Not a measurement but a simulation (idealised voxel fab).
The name of this process module is voxel trench capacitor.
cross-section cut | 220 nm wide | cells 5 nm
For the purposes of this document, a cross-section shall be understood as a grid of square cells, specified as bands listed in top-to-bottom order, each band consisting of one or more rows of cells. Look at the band entry: it leads with the top's height and the bottom's height in nm. Then it lists the materials left to right, with a width in nm for each. The word "everywhere" on a single material says that material fills the band edge to edge. The word "empty" is empty space. Beneath 0, the wafer as received is one material, and that level is where height counting begins. The lowest band goes on downward without a bottom; it is written like "z 0 and below". Per-row width for "30 to 40": begins at first number (top row of band), ends at second number (bottom row), increment between rows held constant. What does "no change occurred" mean for a step? It means no cell of the cross-section changed in that step. For the entry "Closed void entries", the listed items are empty spaces with no open way to the top whose size is 8 cells or more; each item follows the pattern width x height at distance, where distance is from the left edge and all three are in nm. Note: text after step settings on the step line = simulator remark on that step. The "overlay nm" setting may appear on a step's line; for a step that uses a mask, it gives how far to the right of its planned position the mask lay, and a negative value indicates the left.
Steps in the process plan:
1: RECEIVE (material Si)
2: CONFORMAL_DEP (material SiN; thk nm 10)
3: DIRECTIONAL_DEP (material aC; thk nm 15)
4: PATTERN (tone open; mask id TRENCH; material resist; width nm 20; pitch nm 50; thk nm 30; overlay nm 0)
5: DIRECTIONAL_ETCH (etch materials aC; depth nm 15)
6: STRIP (etch materials resist)
7: DIRECTIONAL_ETCH (etch materials SiN; depth nm 10)
8: DIRECTIONAL_ETCH (etch materials Si; depth nm 30)
9: STRIP (etch materials aC)
10: CONFORMAL_DEP (material Al2O3; thk nm 5)
11: FILL_DEP (material polySi; thk nm 5)
12: CMP (height nm 10)
First wafer of two (run as planned):
Incoming wafer, cross-sectional view, post step 1:
z 0 and below: Si everywhere
Closed void entries: none
Cross-section of the wafer subsequent to step 2:
z 10 to 0: SiN everywhere
Lower than 0, everything is as it was.
Cross-section of the wafer subsequent to step 3:
z 25 to 10: aC everywhere
Lower than 10, everything is as it was.
Cross-section of the wafer subsequent to step 4:
z 55 to 25: resist=75 / empty=20 / resist=30 / empty=20 / resist=75
Lower than 25, everything is as it was.
Cross-section of the wafer subsequent to step 5:
z 40 to 25: resist=75 / empty=20 / resist=30 / empty=20 / resist=75
z 25 to 10: aC=75 / empty=20 / aC=30 / empty=20 / aC=75
Lower than 10, everything is as it was.
Cross-section of the wafer subsequent to step 6:
z 25 to 10: aC=75 / empty=20 / aC=30 / empty=20 / aC=75
Lower than 10, everything is as it was.
Cross-section of the wafer subsequent to step 7:
z 25 to 10: aC=75 / empty=20 / aC=30 / empty=20 / aC=75
z 10 to 0: SiN=75 / empty=20 / SiN=30 / empty=20 / SiN=75
Lower than 0, everything is as it was.
Cross-section of the wafer subsequent to step 8:
z 25 to 10: aC=75 / empty=20 / aC=30 / empty=20 / aC=75
z 10 to 0: SiN=75 / empty=20 / SiN=30 / empty=20 / SiN=75
z 0 to -30: Si=75 / empty=20 / Si=30 / empty=20 / Si=75
Lower than -30, everything is as it was.
Cross-section of the wafer subsequent to step 9:
z 10 to 0: SiN=75 / empty=20 / SiN=30 / empty=20 / SiN=75
Lower than 0, everything is as it was.
Cross-section of the wafer subsequent to step 10:
z 15 to 10: Al2O3=80 / empty=10 / Al2O3=40 / empty=10 / Al2O3=80
z 10 to 0: SiN=75 / Al2O3=5 / empty=10 / Al2O3=5 / SiN=30 / Al2O3=5 / empty=10 / Al2O3=5 / SiN=75
z 0 to -25: Si=75 / Al2O3=5 / empty=10 / Al2O3=5 / Si=30 / Al2O3=5 / empty=10 / Al2O3=5 / Si=75
z -25 to -30: Si=75 / Al2O3=20 / Si=30 / Al2O3=20 / Si=75
Lower than -30, everything is as it was.
Cross-section of the wafer subsequent to step 11:
z 20 to 15: polySi everywhere
z 15 to 10: Al2O3=80 / polySi=10 / Al2O3=40 / polySi=10 / Al2O3=80
z 10 to 0: SiN=75 / Al2O3=5 / polySi=10 / Al2O3=5 / SiN=30 / Al2O3=5 / polySi=10 / Al2O3=5 / SiN=75
z 0 to -25: Si=75 / Al2O3=5 / polySi=10 / Al2O3=5 / Si=30 / Al2O3=5 / polySi=10 / Al2O3=5 / Si=75
Lower than -25, everything is as it was.
Cross-section of the wafer subsequent to step 12:
z 10 to 0: SiN=75 / Al2O3=5 / polySi=10 / Al2O3=5 / SiN=30 / Al2O3=5 / polySi=10 / Al2O3=5 / SiN=75
Lower than 0, everything is as it was.
Second wafer, same starting state and plan as the first, one mistake in the run, identical through step 3:
Cross-section: second wafer, time at which step 4 was scheduled to end:
z 55 to 25: resist=75 / empty=25 / resist=25 / empty=25 / resist=70
Lower than 25, everything is as it was.
Cross-section: second wafer, time at which step 5 was scheduled to end:
z 40 to 25: resist=75 / empty=25 / resist=25 / empty=25 / resist=70
z 25 to 10: aC=75 / empty=25 / aC=25 / empty=25 / aC=70
Lower than 10, everything is as it was.
Cross-section: second wafer, time at which step 6 was scheduled to end:
z 25 to 10: aC=75 / empty=25 / aC=25 / empty=25 / aC=70
Lower than 10, everything is as it was.
Cross-section: second wafer, time at which step 7 was scheduled to end:
z 25 to 10: aC=75 / empty=25 / aC=25 / empty=25 / aC=70
z 10 to 0: SiN=75 / empty=25 / SiN=25 / empty=25 / SiN=70
Lower than 0, everything is as it was.
Cross-section: second wafer, time at which step 8 was scheduled to end:
z 25 to 10: aC=75 / empty=25 / aC=25 / empty=25 / aC=70
z 10 to 0: SiN=75 / empty=25 / SiN=25 / empty=25 / SiN=70
z 0 to -30: Si=75 / empty=25 / Si=25 / empty=25 / Si=70
Lower than -30, everything is as it was.
Cross-section: second wafer, time at which step 9 was scheduled to end:
z 10 to 0: SiN=75 / empty=25 / SiN=25 / empty=25 / SiN=70
Lower than 0, everything is as it was.
Cross-section: second wafer, time at which step 10 was scheduled to end:
z 15 to 10: Al2O3=80 / empty=15 / Al2O3=35 / empty=15 / Al2O3=75
z 10 to 0: SiN=75 / Al2O3=5 / empty=15 / Al2O3=5 / SiN=25 / Al2O3=5 / empty=15 / Al2O3=5 / SiN=70
z 0 to -25: Si=75 / Al2O3=5 / empty=15 / Al2O3=5 / Si=25 / Al2O3=5 / empty=15 / Al2O3=5 / Si=70
z -25 to -30: Si=75 / Al2O3=25 / Si=25 / Al2O3=25 / Si=70
Lower than -30, everything is as it was.
Cross-section: second wafer, time at which step 11 was scheduled to end:
z 20 to 15: polySi everywhere
z 15 to 10: Al2O3=80 / polySi=15 / Al2O3=35 / polySi=15 / Al2O3=75
z 10 to 0: SiN=75 / Al2O3=5 / polySi=15 / Al2O3=5 / SiN=25 / Al2O3=5 / polySi=15 / Al2O3=5 / SiN=70
z 0 to -25: Si=75 / Al2O3=5 / polySi=15 / Al2O3=5 / Si=25 / Al2O3=5 / polySi=15 / Al2O3=5 / Si=70
Lower than -25, everything is as it was.
Cross-section: second wafer, time at which step 12 was scheduled to end:
z 10 to 0: SiN=75 / Al2O3=5 / polySi=15 / Al2O3=5 / SiN=25 / Al2O3=5 / polySi=15 / Al2O3=5 / SiN=70
Lower than 0, everything is as it was.
Plan not followed: the process deviated at step 4: the operation and settings actually run there were PATTERN (tone open; mask id TRENCH; material resist; width nm 25; pitch nm 50; thk nm 30; overlay nm 0)
The final cell counts differ between the wafers, with the second having more or fewer of some materials than the first: 2 more of Al2O3; 12 fewer of Si; 4 fewer of SiN; 14 more of polySi
